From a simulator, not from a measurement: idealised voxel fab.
Process module name: voxel transistor to metal
Section shown: cut. Width: 205 nm. Cell size: 5 nm, square.
A cross-section in this document is a grid of square cells, and it is written down as bands, the top band listed before the ones below it; a band is made up of one or more rows of cells.
Band: top height; bottom height; in nm. Then, left to right: material with width in nm, for each material. "all across": a single material spanning edge to edge. "air": empty space.
Below 0: as-received wafer, all one material; heights counted from there. Lowest band: no bottom, goes on down, written "0 and below".
The expression "30->40" gives the width at the extremes of the band, the first number at its top row of cells and the second at its bottom row, with the width changing by equal amounts from each row to the next in between.
"remains unaltered" (step): cross-section cells unchanged, all of them.
The entry "Cavities, closed" lists the empty spaces that cover at least 8 cells and have no open path to the top. Each is written as width x height at distance, where the distance is measured from the left edge and all three values are in nm.
Read whatever lies past the settings on a step's line as the simulator's own remark about the step.
Among the settings permitted on a step's line is "overlay nm"; applied to a step with a mask, it specifies the extent to which the mask lay to the right of its planned position, whereas a negative figure signifies a position to the left.
Before/after cross-section pairs, one process step each; after shown to lowest changed band; step and settings beneath. Pairs may be from different runs of this module on the same starting wafer; a pair continues from the one above only where its "Before processing step" entry says so.
-- Before processing step
0 and below: Si all across
Cavities, closed: none
-- Post-Process Section
5 down to 0: SiO2 all across
below 0: unchanged
Cavities, closed: none
So what happened between those two cross-sections up there? CONFORMAL_DEP (material SiO2; thk nm 5)
Before processing step: after-step cross-section of the pair just above applies.
-- Post-Process Section
20 down to 5: SiN all across
below 5: unchanged
Cavities, closed: none
So what happened between those two cross-sections up there? CONFORMAL_DEP (material SiN; thk nm 15)
Before processing step: after-step cross-section of the pair just above applies.
-- Post-Process Section
20 down to 5: 50 nm air / 105 nm SiN / 50 nm air
below 5: unchanged
Cavities, closed: none
So what happened between those two cross-sections up there? MASKED_ETCH (tone cover; mask id ACTIVE; width nm 105; etch materials SiN; depth nm 15; overlay nm 0)
Before processing step: after-step cross-section of the pair just above applies.
-- Post-Process Section
20 down to 5: 50 nm air / 105 nm SiN / 50 nm air
5 down to 0: 50 nm air / 105 nm SiO2 / 50 nm air
below 0: unchanged
Cavities, closed: none
So what happened between those two cross-sections up there? MASKED_ETCH (tone cover; mask id ACTIVE; width nm 105; etch materials SiO2; depth nm 5; overlay nm 0)
Before processing step: after-step cross-section of the pair just above applies.
-- Post-Process Section
20 down to 5: 50 nm air / 105 nm SiN / 50 nm air
5 down to 0: 50 nm air / 105 nm SiO2 / 50 nm air
0 down to -35: 50 nm air / 105 nm Si / 50 nm air
below -35: unchanged
Cavities, closed: none
So what happened between those two cross-sections up there? MASKED_ETCH (tone cover; mask id ACTIVE; width nm 105; etch materials Si; depth nm 35; overlay nm 0)
Before processing step: after-step cross-section of the pair just above applies.
-- Post-Process Section
35 down to 20: SiO2 all across
20 down to 5: 50 nm SiO2 / 105 nm SiN / 50 nm SiO2
5 down to 0: SiO2 all across
0 down to -35: 50 nm SiO2 / 105 nm Si / 50 nm SiO2
below -35: unchanged
Cavities, closed: none
So what happened between those two cross-sections up there? FILL_DEP (material SiO2; thk nm 15)
Before processing step: after-step cross-section of the pair just above applies.
-- Post-Process Section
20 down to 5: 50 nm SiO2 / 105 nm SiN / 50 nm SiO2
below 5: unchanged
Cavities, closed: none
So what happened between those two cross-sections up there? CMP (height nm 20)
Before processing step: after-step cross-section of the pair just above applies.
-- Post-Process Section
20 down to 15: 50 nm air / 105 nm SiN / 50 nm air
below 15: unchanged
Cavities, closed: none
So what happened between those two cross-sections up there? SELECTIVE_ETCH (etch materials SiO2; depth nm 5)
Before processing step: after-step cross-section of the pair just above applies.
-- Post-Process Section
15 down to 5: 50 nm SiO2 / 105 nm air / 50 nm SiO2
below 5: unchanged
Cavities, closed: none
So what happened between those two cross-sections up there? STRIP (etch materials SiN)
Before processing step: after-step cross-section of the pair just above applies.
-- Post-Process Section
10 down to 0: 45 nm SiO2 / 115 nm air / 45 nm SiO2
below 0: unchanged
Cavities, closed: none
So what happened between those two cross-sections up there? SELECTIVE_ETCH (etch materials SiO2; depth nm 5)
Before processing step: after-step cross-section of the pair just above applies.
-- Post-Process Section
10 down to 0: 45 nm SiO2 / 115 nm air / 45 nm SiO2
0 down to -5: SiO2 all across
below -5: unchanged
Cavities, closed: none
So what happened between those two cross-sections up there? OXIDIZE (depth nm 5)
Before processing step: after-step cross-section of the pair just above applies.
-- Post-Process Section
30 down to 20: 45 nm polySi / 115 nm air / 45 nm polySi
20 down to 10: polySi all across
10 down to 0: 45 nm SiO2 / 115 nm polySi / 45 nm SiO2
below 0: unchanged
Cavities, closed: none
So what happened between those two cross-sections up there? DIRECTIONAL_DEP (material polySi; thk nm 20)
Before processing step: after-step cross-section of the pair just above applies.
-- Post-Process Section
45 down to 35: 45 nm SiCN / 115 nm air / 45 nm SiCN
35 down to 30: SiCN all across
30 down to 20: 45 nm polySi / 115 nm SiCN / 45 nm polySi
below 20: unchanged
Cavities, closed: none
So what happened between those two cross-sections up there? DIRECTIONAL_DEP (material SiCN; thk nm 15)
Before processing step: after-step cross-section of the pair just above applies.
-- Post-Process Section
55 down to 45: 45 nm aC / 115 nm air / 45 nm aC
45 down to 35: 45 nm SiCN / 115 nm aC / 45 nm SiCN
below 35: unchanged
Cavities, closed: none
So what happened between those two cross-sections up there? DIRECTIONAL_DEP (material aC; thk nm 10)
Before processing step: after-step cross-section of the pair just above applies.
-- Post-Process Section
85 down to 55: 95 nm air / 15 nm resist / 95 nm air
55 down to 45: 45 nm aC / 50 nm air / 15 nm resist / 50 nm air / 45 nm aC
below 45: unchanged
Cavities, closed: none
So what happened between those two cross-sections up there? PATTERN (tone cover; mask id GATE; material resist; width nm 15; thk nm 30; overlay nm 0)
Before processing step: after-step cross-section of the pair just above applies.
-- Post-Process Section
75 down to 45: 95 nm air / 15 nm resist / 95 nm air
45 down to 35: 45 nm SiCN / 50 nm air / 15 nm aC / 50 nm air / 45 nm SiCN
below 35: unchanged
Cavities, closed: none
So what happened between those two cross-sections up there? DIRECTIONAL_ETCH (etch materials aC; depth nm 10)
Before processing step: after-step cross-section of the pair just above applies.
-- Post-Process Section
45 down to 35: 45 nm SiCN / 50 nm air / 15 nm aC / 50 nm air / 45 nm SiCN
below 35: unchanged
Cavities, closed: none
So what happened between those two cross-sections up there? STRIP (etch materials resist)
Before processing step: after-step cross-section of the pair just above applies.
-- Post-Process Section
45 down to 35: 95 nm air / 15 nm aC / 95 nm air
35 down to 30: 95 nm air / 15 nm SiCN / 95 nm air
30 down to 20: 45 nm polySi / 50 nm air / 15 nm SiCN / 50 nm air / 45 nm polySi
below 20: unchanged
Cavities, closed: none
So what happened between those two cross-sections up there? DIRECTIONAL_ETCH (etch materials SiCN; depth nm 25)
Before processing step: after-step cross-section of the pair just above applies.
-- Post-Process Section
45 down to 35: 95 nm air / 15 nm aC / 95 nm air
35 down to 20: 95 nm air / 15 nm SiCN / 95 nm air
20 down to 10: 95 nm air / 15 nm polySi / 95 nm air
10 down to 0: 45 nm SiO2 / 50 nm air / 15 nm polySi / 50 nm air / 45 nm SiO2
below 0: unchanged
Cavities, closed: none
So what happened between those two cross-sections up there? DIRECTIONAL_ETCH (etch materials polySi; depth nm 30)
Before processing step: after-step cross-section of the pair just above applies.
-- Post-Process Section
35 down to 20: 95 nm air / 15 nm SiCN / 95 nm air
below 20: unchanged
Cavities, closed: none
So what happened between those two cross-sections up there? STRIP (etch materials aC)
Before processing step: after-step cross-section of the pair just above applies.
-- Post-Process Section
40 down to 35: 90 nm air / 25 nm SiO2 / 90 nm air
35 down to 20: 90 nm air / 5 nm SiO2 / 15 nm SiCN / 5 nm SiO2 / 90 nm air
20 down to 15: 90 nm air / 5 nm SiO2 / 15 nm polySi / 5 nm SiO2 / 90 nm air
15 down to 5: 50 nm SiO2 / 40 nm air / 5 nm SiO2 / 15 nm polySi / 5 nm SiO2 / 40 nm air / 50 nm SiO2
5 down to 0: 95 nm SiO2 / 15 nm polySi / 95 nm SiO2
below 0: unchanged
Cavities, closed: none
So what happened between those two cross-sections up there? CONFORMAL_DEP (material SiO2; thk nm 5)
Before processing step: after-step cross-section of the pair just above applies.
-- Post-Process Section
35 down to 20: 90 nm air / 5 nm SiO2 / 15 nm SiCN / 5 nm SiO2 / 90 nm air
20 down to 10: 90 nm air / 5 nm SiO2 / 15 nm polySi / 5 nm SiO2 / 90 nm air
10 down to 0: 50 nm SiO2 / 40 nm air / 5 nm SiO2 / 15 nm polySi / 5 nm SiO2 / 40 nm air / 50 nm SiO2
below 0: unchanged
Cavities, closed: none
So what happened between those two cross-sections up there? DIRECTIONAL_ETCH (etch materials SiO2; depth nm 5)
Before processing step: after-step cross-section of the pair just above applies.
-- Post-Process Section
40 down to 35: 85 nm air / 35 nm SiN / 85 nm air
35 down to 20: 85 nm air / 5 nm SiN / 5 nm SiO2 / 15 nm SiCN / 5 nm SiO2 / 5 nm SiN / 85 nm air
20 down to 15: 85 nm air / 5 nm SiN / 5 nm SiO2 / 15 nm polySi / 5 nm SiO2 / 5 nm SiN / 85 nm air
15 down to 10: 55 nm SiN / 30 nm air / 5 nm SiN / 5 nm SiO2 / 15 nm polySi / 5 nm SiO2 / 5 nm SiN / 30 nm air / 55 nm SiN
10 down to 5: 50 nm SiO2 / 5 nm SiN / 30 nm air / 5 nm SiN / 5 nm SiO2 / 15 nm polySi / 5 nm SiO2 / 5 nm SiN / 30 nm air / 5 nm SiN / 50 nm SiO2
5 down to 0: 50 nm SiO2 / 40 nm SiN / 5 nm SiO2 / 15 nm polySi / 5 nm SiO2 / 40 nm SiN / 50 nm SiO2
below 0: unchanged
Cavities, closed: none
So what happened between those two cross-sections up there? CONFORMAL_DEP (material SiN; thk nm 5)
Before processing step: after-step cross-section of the pair just above applies.
-- Post-Process Section
35 down to 20: 85 nm air / 5 nm SiN / 5 nm SiO2 / 15 nm SiCN / 5 nm SiO2 / 5 nm SiN / 85 nm air
20 down to 10: 85 nm air / 5 nm SiN / 5 nm SiO2 / 15 nm polySi / 5 nm SiO2 / 5 nm SiN / 85 nm air
10 down to 0: 50 nm SiO2 / 5 nm SiN / 30 nm air / 5 nm SiN / 5 nm SiO2 / 15 nm polySi / 5 nm SiO2 / 5 nm SiN / 30 nm air / 5 nm SiN / 50 nm SiO2
below 0: unchanged
Cavities, closed: none
So what happened between those two cross-sections up there? DIRECTIONAL_ETCH (etch materials SiN; depth nm 5)
Before processing step: after-step cross-section of the pair just above applies.
-- Post-Process Section
35 down to 30: 85 nm air / 5 nm SiN / 5 nm air / 15 nm SiCN / 5 nm air / 5 nm SiN / 85 nm air
30 down to 20: 85 nm air / 5 nm SiN / 5 nm SiO2 / 15 nm SiCN / 5 nm SiO2 / 5 nm SiN / 85 nm air
20 down to 10: 85 nm air / 5 nm SiN / 5 nm SiO2 / 15 nm polySi / 5 nm SiO2 / 5 nm SiN / 85 nm air
10 down to 5: 50 nm air / 5 nm SiN / 30 nm air / 5 nm SiN / 5 nm SiO2 / 15 nm polySi / 5 nm SiO2 / 5 nm SiN / 30 nm air / 5 nm SiN / 50 nm air
5 down to 0: 50 nm SiO2 / 5 nm SiN / 30 nm air / 5 nm SiN / 5 nm SiO2 / 15 nm polySi / 5 nm SiO2 / 5 nm SiN / 30 nm air / 5 nm SiN / 50 nm SiO2
0 down to -5: 55 nm SiO2 / 30 nm air / 35 nm SiO2 / 30 nm air / 55 nm SiO2
below -5: unchanged
Cavities, closed: none
So what happened between those two cross-sections up there? DIRECTIONAL_ETCH (etch materials SiO2; depth nm 5)
Before processing step: after-step cross-section of the pair just above applies.
-- Post-Process Section
35 down to 30: 85 nm air / 5 nm SiN / 5 nm air / 15 nm SiCN / 5 nm air / 5 nm SiN / 85 nm air
30 down to 20: 85 nm air / 5 nm SiN / 5 nm SiO2 / 15 nm SiCN / 5 nm SiO2 / 5 nm SiN / 85 nm air
20 down to 10: 85 nm air / 5 nm SiN / 5 nm SiO2 / 15 nm polySi / 5 nm SiO2 / 5 nm SiN / 85 nm air
10 down to 5: 50 nm air / 5 nm SiN / 30 nm air / 5 nm SiN / 5 nm SiO2 / 15 nm polySi / 5 nm SiO2 / 5 nm SiN / 30 nm air / 5 nm SiN / 50 nm air
5 down to 0: 50 nm SiO2 / 5 nm SiN / 30 nm air / 5 nm SiN / 5 nm SiO2 / 15 nm polySi / 5 nm SiO2 / 5 nm SiN / 30 nm air / 5 nm SiN / 50 nm SiO2
0 down to -5: 55 nm SiO2 / 30 nm air / 35 nm SiO2 / 30 nm air / 55 nm SiO2
-5 down to -20: 50 nm SiO2 / 5 nm Si / 30 nm air / 35 nm Si / 30 nm air / 5 nm Si / 50 nm SiO2
below -20: unchanged
Cavities, closed: none
So what happened between those two cross-sections up there? DIRECTIONAL_ETCH (etch materials Si; depth nm 15)
Before processing step: after-step cross-section of the pair just above applies.
-- Post-Process Section
35 down to 30: 85 nm air / 5 nm SiN / 5 nm air / 15 nm SiCN / 5 nm air / 5 nm SiN / 85 nm air
30 down to 20: 85 nm air / 5 nm SiN / 5 nm SiO2 / 15 nm SiCN / 5 nm SiO2 / 5 nm SiN / 85 nm air
20 down to 10: 85 nm air / 5 nm SiN / 5 nm SiO2 / 15 nm polySi / 5 nm SiO2 / 5 nm SiN / 85 nm air
10 down to 5: 50 nm air / 5 nm SiN / 30 nm nSi / 5 nm SiN / 5 nm SiO2 / 15 nm polySi / 5 nm SiO2 / 5 nm SiN / 30 nm nSi / 5 nm SiN / 50 nm air
5 down to 0: 50 nm SiO2 / 5 nm SiN / 30 nm nSi / 5 nm SiN / 5 nm SiO2 / 15 nm polySi / 5 nm SiO2 / 5 nm SiN / 30 nm nSi / 5 nm SiN / 50 nm SiO2
0 down to -5: 55 nm SiO2 / 30 nm nSi / 35 nm SiO2 / 30 nm nSi / 55 nm SiO2
-5 down to -20: 50 nm SiO2 / 5 nm Si / 30 nm nSi / 35 nm Si / 30 nm nSi / 5 nm Si / 50 nm SiO2
below -20: unchanged
Cavities, closed: none
So what happened between those two cross-sections up there? EPI (material nSi; thk nm 15)
Before processing step: after-step cross-section of the pair just above applies.
-- Post-Process Section
40 down to 35: SiO2 all across
35 down to 20: 85 nm SiO2 / 5 nm SiN / 5 nm SiO2 / 15 nm SiCN / 5 nm SiO2 / 5 nm SiN / 85 nm SiO2
20 down to 10: 85 nm SiO2 / 5 nm SiN / 5 nm SiO2 / 15 nm polySi / 5 nm SiO2 / 5 nm SiN / 85 nm SiO2
10 down to 0: 50 nm SiO2 / 5 nm SiN / 30 nm nSi / 5 nm SiN / 5 nm SiO2 / 15 nm polySi / 5 nm SiO2 / 5 nm SiN / 30 nm nSi / 5 nm SiN / 50 nm SiO2
below 0: unchanged
Cavities, closed: none
So what happened between those two cross-sections up there? FILL_DEP (material SiO2; thk nm 5)
Before processing step: after-step cross-section of the pair just above applies.
-- Post-Process Section
35 down to 20: 85 nm SiO2 / 5 nm SiN / 5 nm SiO2 / 15 nm SiCN / 5 nm SiO2 / 5 nm SiN / 85 nm SiO2
below 20: unchanged
Cavities, closed: none
So what happened between those two cross-sections up there? CMP (height nm 35)
Before processing step: after-step cross-section of the pair just above applies.
-- Post-Process Section
50 down to 35: SiO2 all across
below 35: unchanged
Cavities, closed: none
So what happened between those two cross-sections up there? DIRECTIONAL_DEP (material SiO2; thk nm 15)
Before processing step: after-step cross-section of the pair just above applies.
-- Post-Process Section
65 down to 50: aC all across
below 50: unchanged
Cavities, closed: none
So what happened between those two cross-sections up there? DIRECTIONAL_DEP (material aC; thk nm 15)
Before processing step: after-step cross-section of the pair just above applies.
-- Post-Process Section
95 down to 65: 55 nm resist / 35 nm air / 25 nm resist / 35 nm air / 55 nm resist
below 65: unchanged
Cavities, closed: none
So what happened between those two cross-sections up there? PATTERN (tone open; mask id CONTACT; material resist; width nm 35; pitch nm 60; thk nm 30; overlay nm 0)
Before processing step: after-step cross-section of the pair just above applies.
-- Post-Process Section
80 down to 65: 55 nm resist / 35 nm air / 25 nm resist / 35 nm air / 55 nm resist
65 down to 50: 55 nm aC / 35 nm air / 25 nm aC / 35 nm air / 55 nm aC
below 50: unchanged
Cavities, closed: none
So what happened between those two cross-sections up there? DIRECTIONAL_ETCH (etch materials aC; depth nm 15)
Before processing step: after-step cross-section of the pair just above applies.
-- Post-Process Section
65 down to 50: 55 nm aC / 35 nm air / 25 nm aC / 35 nm air / 55 nm aC
below 50: unchanged
Cavities, closed: none
So what happened between those two cross-sections up there? STRIP (etch materials resist)
Before processing step: after-step cross-section of the pair just above applies.
-- Post-Process Section
65 down to 50: 55 nm aC / 35 nm air / 25 nm aC / 35 nm air / 55 nm aC
50 down to 35: 55 nm SiO2 / 35 nm air / 25 nm SiO2 / 35 nm air / 55 nm SiO2
35 down to 20: 55 nm SiO2 / 30 nm air / 5 nm SiN / 5 nm SiO2 / 15 nm SiCN / 5 nm SiO2 / 5 nm SiN / 30 nm air / 55 nm SiO2
20 down to 10: 55 nm SiO2 / 30 nm air / 5 nm SiN / 5 nm SiO2 / 15 nm polySi / 5 nm SiO2 / 5 nm SiN / 30 nm air / 55 nm SiO2
below 10: unchanged
Cavities, closed: none
So what happened between those two cross-sections up there? DIRECTIONAL_ETCH (etch materials SiO2; depth nm 40)
Before processing step: after-step cross-section of the pair just above applies.
-- Post-Process Section
50 down to 35: 55 nm SiO2 / 35 nm air / 25 nm SiO2 / 35 nm air / 55 nm SiO2
below 35: unchanged
Cavities, closed: none
So what happened between those two cross-sections up there? STRIP (etch materials aC)
Before processing step: after-step cross-section of the pair just above applies.
-- Post-Process Section
55 down to 50: 60 nm TiN / 25 nm air / 35 nm TiN / 25 nm air / 60 nm TiN
50 down to 40: 55 nm SiO2 / 5 nm TiN / 25 nm air / 5 nm TiN / 25 nm SiO2 / 5 nm TiN / 25 nm air / 5 nm TiN / 55 nm SiO2
40 down to 35: 55 nm SiO2 / 5 nm TiN / 20 nm air / 10 nm TiN / 25 nm SiO2 / 10 nm TiN / 20 nm air / 5 nm TiN / 55 nm SiO2
35 down to 20: 55 nm SiO2 / 5 nm TiN / 20 nm air / 5 nm TiN / 5 nm SiN / 5 nm SiO2 / 15 nm SiCN / 5 nm SiO2 / 5 nm SiN / 5 nm TiN / 20 nm air / 5 nm TiN / 55 nm SiO2
20 down to 15: 55 nm SiO2 / 5 nm TiN / 20 nm air / 5 nm TiN / 5 nm SiN / 5 nm SiO2 / 15 nm polySi / 5 nm SiO2 / 5 nm SiN / 5 nm TiN / 20 nm air / 5 nm TiN / 55 nm SiO2
15 down to 10: 55 nm SiO2 / 30 nm TiN / 5 nm SiN / 5 nm SiO2 / 15 nm polySi / 5 nm SiO2 / 5 nm SiN / 30 nm TiN / 55 nm SiO2
below 10: unchanged
Cavities, closed: none
So what happened between those two cross-sections up there? CONFORMAL_DEP (material TiN; thk nm 5)
Before processing step: after-step cross-section of the pair just above applies.
-- Post-Process Section
65 down to 55: Ru all across
55 down to 50: 60 nm TiN / 25 nm Ru / 35 nm TiN / 25 nm Ru / 60 nm TiN
50 down to 40: 55 nm SiO2 / 5 nm TiN / 25 nm Ru / 5 nm TiN / 25 nm SiO2 / 5 nm TiN / 25 nm Ru / 5 nm TiN / 55 nm SiO2
40 down to 35: 55 nm SiO2 / 5 nm TiN / 20 nm Ru / 10 nm TiN / 25 nm SiO2 / 10 nm TiN / 20 nm Ru / 5 nm TiN / 55 nm SiO2
35 down to 20: 55 nm SiO2 / 5 nm TiN / 20 nm Ru / 5 nm TiN / 5 nm SiN / 5 nm SiO2 / 15 nm SiCN / 5 nm SiO2 / 5 nm SiN / 5 nm TiN / 20 nm Ru / 5 nm TiN / 55 nm SiO2
20 down to 15: 55 nm SiO2 / 5 nm TiN / 20 nm Ru / 5 nm TiN / 5 nm SiN / 5 nm SiO2 / 15 nm polySi / 5 nm SiO2 / 5 nm SiN / 5 nm TiN / 20 nm Ru / 5 nm TiN / 55 nm SiO2
below 15: unchanged
Cavities, closed: none
So what happened between those two cross-sections up there? FILL_DEP (material Ru; thk nm 10)
Before processing step: after-step cross-section of the pair just above applies.
-- Post-Process Section
50 down to 40: 55 nm SiO2 / 5 nm TiN / 25 nm Ru / 5 nm TiN / 25 nm SiO2 / 5 nm TiN / 25 nm Ru / 5 nm TiN / 55 nm SiO2
below 40: unchanged
Cavities, closed: none
So what happened between those two cross-sections up there? CMP (height nm 50)
Before processing step: after-step cross-section of the pair just above applies.
-- Post-Process Section
55 down to 50: TiN all across
below 50: unchanged
Cavities, closed: none
So what happened between those two cross-sections up there? DIRECTIONAL_DEP (material TiN; thk nm 5)
Before processing step: after-step cross-section of the pair just above applies.
-- Post-Process Section
70 down to 55: W all across
below 55: unchanged
Cavities, closed: none
So what happened between those two cross-sections up there? DIRECTIONAL_DEP (material W; thk nm 15)
Before processing step: after-step cross-section of the pair just above applies.
-- Post-Process Section
85 down to 70: 55 nm air / 20 nm resist / 55 nm air / 20 nm resist / 55 nm air
below 70: unchanged
Cavities, closed: none
So what happened between those two cross-sections up there? PATTERN (tone cover; mask id METAL_1; material resist; width nm 20; pitch nm 75; thk nm 15; overlay nm 0)
Before processing step: after-step cross-section of the pair just above applies.
-- Post-Process Section
85 down to 70: 55 nm air / 20 nm resist / 55 nm air / 20 nm resist / 55 nm air
70 down to 55: 55 nm air / 20 nm W / 55 nm air / 20 nm W / 55 nm air
below 55: unchanged
Cavities, closed: none
So what happened between those two cross-sections up there? DIRECTIONAL_ETCH (etch materials W; depth nm 15)
Before processing step: after-step cross-section of the pair just above applies.
-- Post-Process Section
85 down to 70: 55 nm air / 20 nm resist / 55 nm air / 20 nm resist / 55 nm air
70 down to 55: 55 nm air / 20 nm W / 55 nm air / 20 nm W / 55 nm air
55 down to 50: 55 nm air / 20 nm TiN / 55 nm air / 20 nm TiN / 55 nm air
below 50: unchanged
Cavities, closed: none
So what happened between those two cross-sections up there? DIRECTIONAL_ETCH (etch materials TiN; depth nm 5)
Before processing step: after-step cross-section of the pair just above applies.
-- Post-Process Section
70 down to 55: 55 nm air / 20 nm W / 55 nm air / 20 nm W / 55 nm air
below 55: unchanged
Cavities, closed: none
So what happened between those two cross-sections up there? STRIP (etch materials resist)
Before processing step: after-step cross-section of the pair just above applies.
-- Post-Process Section
75 down to 70: lowk all across
70 down to 55: 55 nm lowk / 20 nm W / 55 nm lowk / 20 nm W / 55 nm lowk
55 down to 50: 55 nm lowk / 20 nm TiN / 55 nm lowk / 20 nm TiN / 55 nm lowk
below 50: unchanged
Cavities, closed: none
So what happened between those two cross-sections up there? FILL_DEP (material lowk; thk nm 5)
Before processing step: after-step cross-section of the pair just above applies.
-- Post-Process Section
70 down to 55: 55 nm lowk / 20 nm W / 55 nm lowk / 20 nm W / 55 nm lowk
below 55: unchanged
Cavities, closed: none
So what happened between those two cross-sections up there? CMP (height nm 70)
Before processing step: after-step cross-section of the pair just above applies.
-- Post-Process Section
75 down to 70: SiN all across
below 70: unchanged
Cavities, closed: none
So what happened between those two cross-sections up there? CONFORMAL_DEP (material SiN; thk nm 5)
-- Before processing step
5 down to 0: SiO2 all across
0 and below: Si all across
Cavities, closed: none
-- Post-Process Section
5 down to 0: 50 nm air / 105 nm SiO2 / 50 nm air
below 0: unchanged
Cavities, closed: none
So what happened between those two cross-sections up there? MASKED_ETCH (tone cover; mask id ACTIVE; width nm 105; etch materials SiO2; depth nm 5; overlay nm 0)
Before processing step: after-step cross-section of the pair just above applies.
-- Post-Process Section
5 down to 0: 50 nm air / 105 nm SiO2 / 50 nm air
0 down to -35: 50 nm air / 105 nm Si / 50 nm air
below -35: unchanged
Cavities, closed: none
So what happened between those two cross-sections up there? MASKED_ETCH (tone cover; mask id ACTIVE; width nm 105; etch materials Si; depth nm 35; overlay nm 0)
Before processing step: after-step cross-section of the pair just above applies.
-- Post-Process Section
20 down to 0: SiO2 all across
0 down to -35: 50 nm SiO2 / 105 nm Si / 50 nm SiO2
below -35: unchanged
Cavities, closed: none
So what happened between those two cross-sections up there? FILL_DEP (material SiO2; thk nm 15)
Before processing step: after-step cross-section of the pair just above applies.
-- Post-Process Section
15 down to 0: SiO2 all across
below 0: unchanged
Cavities, closed: none
So what happened between those two cross-sections up there? SELECTIVE_ETCH (etch materials SiO2; depth nm 5)
Before processing step: after-step cross-section of the pair just above applies.
-- Post-Process Section
10 down to 0: SiO2 all across
below 0: unchanged
Cavities, closed: none
So what happened between those two cross-sections up there? SELECTIVE_ETCH (etch materials SiO2; depth nm 5)
Before processing step: after-step cross-section of the pair just above applies.
-- Post-Process Section
30 down to 10: polySi all across
below 10: unchanged
Cavities, closed: none
So what happened between those two cross-sections up there? DIRECTIONAL_DEP (material polySi; thk nm 20)
Before processing step: after-step cross-section of the pair just above applies.
-- Post-Process Section
45 down to 30: SiCN all across
below 30: unchanged
Cavities, closed: none
So what happened between those two cross-sections up there? DIRECTIONAL_DEP (material SiCN; thk nm 15)
Before processing step: after-step cross-section of the pair just above applies.
-- Post-Process Section
55 down to 45: aC all across
below 45: unchanged
Cavities, closed: none
So what happened between those two cross-sections up there? DIRECTIONAL_DEP (material aC; thk nm 10)
Before processing step: after-step cross-section of the pair just above applies.
-- Post-Process Section
85 down to 55: 95 nm air / 15 nm resist / 95 nm air
below 55: unchanged
Cavities, closed: none
So what happened between those two cross-sections up there? PATTERN (tone cover; mask id GATE; material resist; width nm 15; thk nm 30; overlay nm 0)
Before processing step: after-step cross-section of the pair just above applies.
-- Post-Process Section
75 down to 55: 95 nm air / 15 nm resist / 95 nm air
55 down to 45: 95 nm air / 15 nm aC / 95 nm air
below 45: unchanged
Cavities, closed: none
So what happened between those two cross-sections up there? DIRECTIONAL_ETCH (etch materials aC; depth nm 10)
Before processing step: after-step cross-section of the pair just above applies.
-- Post-Process Section
55 down to 45: 95 nm air / 15 nm aC / 95 nm air
below 45: unchanged
Cavities, closed: none
So what happened between those two cross-sections up there? STRIP (etch materials resist)
Before processing step: after-step cross-section of the pair just above applies.
-- Post-Process Section
55 down to 45: 95 nm air / 15 nm aC / 95 nm air
45 down to 30: 95 nm air / 15 nm SiCN / 95 nm air
below 30: unchanged
Cavities, closed: none
So what happened between those two cross-sections up there? DIRECTIONAL_ETCH (etch materials SiCN; depth nm 25)
Before processing step: after-step cross-section of the pair just above applies.
-- Post-Process Section
55 down to 45: 95 nm air / 15 nm aC / 95 nm air
45 down to 30: 95 nm air / 15 nm SiCN / 95 nm air
30 down to 10: 95 nm air / 15 nm polySi / 95 nm air
below 10: unchanged
Cavities, closed: none
So what happened between those two cross-sections up there? DIRECTIONAL_ETCH (etch materials polySi; depth nm 30)
Before processing step: after-step cross-section of the pair just above applies.
-- Post-Process Section
45 down to 30: 95 nm air / 15 nm SiCN / 95 nm air
below 30: unchanged
Cavities, closed: none
So what happened between those two cross-sections up there? STRIP (etch materials aC)
Before processing step: after-step cross-section of the pair just above applies.
-- Post-Process Section
50 down to 45: 90 nm air / 25 nm SiO2 / 90 nm air
45 down to 30: 90 nm air / 5 nm SiO2 / 15 nm SiCN / 5 nm SiO2 / 90 nm air
30 down to 15: 90 nm air / 5 nm SiO2 / 15 nm polySi / 5 nm SiO2 / 90 nm air
15 down to 10: 95 nm SiO2 / 15 nm polySi / 95 nm SiO2
below 10: unchanged
Cavities, closed: none
So what happened between those two cross-sections up there? CONFORMAL_DEP (material SiO2; thk nm 5)
Before processing step: after-step cross-section of the pair just above applies.
-- Post-Process Section
45 down to 30: 90 nm air / 5 nm SiO2 / 15 nm SiCN / 5 nm SiO2 / 90 nm air
30 down to 10: 90 nm air / 5 nm SiO2 / 15 nm polySi / 5 nm SiO2 / 90 nm air
below 10: unchanged
Cavities, closed: none
So what happened between those two cross-sections up there? DIRECTIONAL_ETCH (etch materials SiO2; depth nm 5)
Before processing step: after-step cross-section of the pair just above applies.
-- Post-Process Section
50 down to 45: 85 nm air / 35 nm SiN / 85 nm air
45 down to 30: 85 nm air / 5 nm SiN / 5 nm SiO2 / 15 nm SiCN / 5 nm SiO2 / 5 nm SiN / 85 nm air
30 down to 15: 85 nm air / 5 nm SiN / 5 nm SiO2 / 15 nm polySi / 5 nm SiO2 / 5 nm SiN / 85 nm air
15 down to 10: 90 nm SiN / 5 nm SiO2 / 15 nm polySi / 5 nm SiO2 / 90 nm SiN
below 10: unchanged
Cavities, closed: none
So what happened between those two cross-sections up there? CONFORMAL_DEP (material SiN; thk nm 5)
Before processing step: after-step cross-section of the pair just above applies.
-- Post-Process Section
45 down to 30: 85 nm air / 5 nm SiN / 5 nm SiO2 / 15 nm SiCN / 5 nm SiO2 / 5 nm SiN / 85 nm air
30 down to 10: 85 nm air / 5 nm SiN / 5 nm SiO2 / 15 nm polySi / 5 nm SiO2 / 5 nm SiN / 85 nm air
below 10: unchanged
Cavities, closed: none
So what happened between those two cross-sections up there? DIRECTIONAL_ETCH (etch materials SiN; depth nm 5)
Before processing step: after-step cross-section of the pair just above applies.
-- Post-Process Section
45 down to 40: 85 nm air / 5 nm SiN / 5 nm air / 15 nm SiCN / 5 nm air / 5 nm SiN / 85 nm air
40 down to 30: 85 nm air / 5 nm SiN / 5 nm SiO2 / 15 nm SiCN / 5 nm SiO2 / 5 nm SiN / 85 nm air
30 down to 10: 85 nm air / 5 nm SiN / 5 nm SiO2 / 15 nm polySi / 5 nm SiO2 / 5 nm SiN / 85 nm air
10 down to 5: 85 nm air / 35 nm SiO2 / 85 nm air
below 5: unchanged
Cavities, closed: none
So what happened between those two cross-sections up there? DIRECTIONAL_ETCH (etch materials SiO2; depth nm 5)
Before processing step: after-step cross-section of the pair just above applies.
-- Post-Process Section
50 down to 45: SiO2 all across
45 down to 30: 85 nm SiO2 / 5 nm SiN / 5 nm SiO2 / 15 nm SiCN / 5 nm SiO2 / 5 nm SiN / 85 nm SiO2
30 down to 10: 85 nm SiO2 / 5 nm SiN / 5 nm SiO2 / 15 nm polySi / 5 nm SiO2 / 5 nm SiN / 85 nm SiO2
10 down to 0: SiO2 all across
below 0: unchanged
Cavities, closed: none
So what happened between those two cross-sections up there? FILL_DEP (material SiO2; thk nm 5)
Before processing step: after-step cross-section of the pair just above applies.
-- Post-Process Section
35 down to 30: 85 nm SiO2 / 5 nm SiN / 5 nm SiO2 / 15 nm SiCN / 5 nm SiO2 / 5 nm SiN / 85 nm SiO2
below 30: unchanged
Cavities, closed: none
So what happened between those two cross-sections up there? CMP (height nm 35)
